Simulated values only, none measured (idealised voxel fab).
voxel spacer lines: a process module
The figure presents cross-section cut, which has a width of 280 nm and is divided into square cells with an edge length of 5 nm.
Cross-sections here: square-cell grids, written as top-down lists of bands, a band being one or more rows of cells.
Basically the band line says how high the top is and how high the bottom is, in nm, and then what's in it from left to right, every material with its width in nm. Empty space shows up as "empty", and if a single material carries "everywhere" it runs the full band edge to edge.
Note: height 0 marks the level under which the wafer is uniformly one material as received. Lowest band unbounded below, written "0..down".
The expression "30..40" gives the width at the extremes of the band, the first number at its top row of cells and the second at its bottom row, with the width changing by equal amounts from each row to the next in between.
You'll sometimes find "changes: none" written for a step, and that's the way of saying that nowhere in the cross-section did a cell change during that step.
In "Enclosed void inventory" the enclosed voids are listed, meaning empty spaces of 8 cells or larger without any opening to the top. The form is width x height at distance, distance from the left edge, units nm.
If you see something after the settings on a step's line, that's the simulator's own remark about that step.
"overlay nm" answers the question of how far to the right of plan the mask lay on a step that has a mask, and when it is negative the answer is to the left.
## The steps planned for the process are as follows
- 1: RECEIVE | material Si
- 2: CONFORMAL_DEP | material Al2O3 | thk nm 10
- 3: DIRECTIONAL_DEP | material polySi | thk nm 10
- 4: DIRECTIONAL_DEP | material aC | thk nm 30
- 5: PATTERN | tone cover | mask id MANDREL | material resist | width nm 15 | pitch nm 60 | thk nm 40 | overlay nm 0
- 6: DIRECTIONAL_ETCH | etch materials aC | depth nm 30
- 7: STRIP | etch materials resist
- 8: CONFORMAL_DEP | material SiN | thk nm 15
- 9: DIRECTIONAL_ETCH | etch materials SiN | depth nm 15
- 10: STRIP | etch materials aC
- 11: DIRECTIONAL_ETCH | etch materials polySi | depth nm 10
- 12: STRIP | etch materials SiN
## Received-state cross-section, reflecting completion of step 1
    0..down | Si everywhere
    Enclosed void inventory: none
## The first of two wafers, cross-sectioned at the end of the module, with the run proceeding as planned
    20..10 | 85 of empty, 15 of polySi, 15 of empty, 15 of polySi, 15 of empty, 15 of polySi, 15 of empty, 15 of polySi, 90 of empty
    10..0 | Al2O3 everywhere
    0..down | Si everywhere
    Enclosed void inventory: none
## This is the second of the two wafers, cross-sectioned at the end of the module; it started exactly like the first and was given the same plan, but it was run with one mistake
    55..50 | 85 of empty, 45 of polySi, 15 of empty, 45 of polySi, 90 of empty
    50..25 | 85 of empty, 15 of polySi, 15 of aC, 15 of polySi, 15 of empty, 15 of polySi, 15 of aC, 15 of polySi, 90 of empty
    25..20 | 100 of polySi, 15 of aC, 45 of polySi, 15 of aC, 105 of polySi
    20..10 | polySi everywhere
    10..0 | Al2O3 everywhere
    0..down | Si everywhere
    Enclosed void inventory: none
Diagnosis: step 8 did not use the planned setting and instead ran as CONFORMAL_DEP | material polySi | thk nm 15
Once processing is complete, comparing cell counts shows that the second wafer has more or fewer of certain materials than the first: aC +36, polySi +216
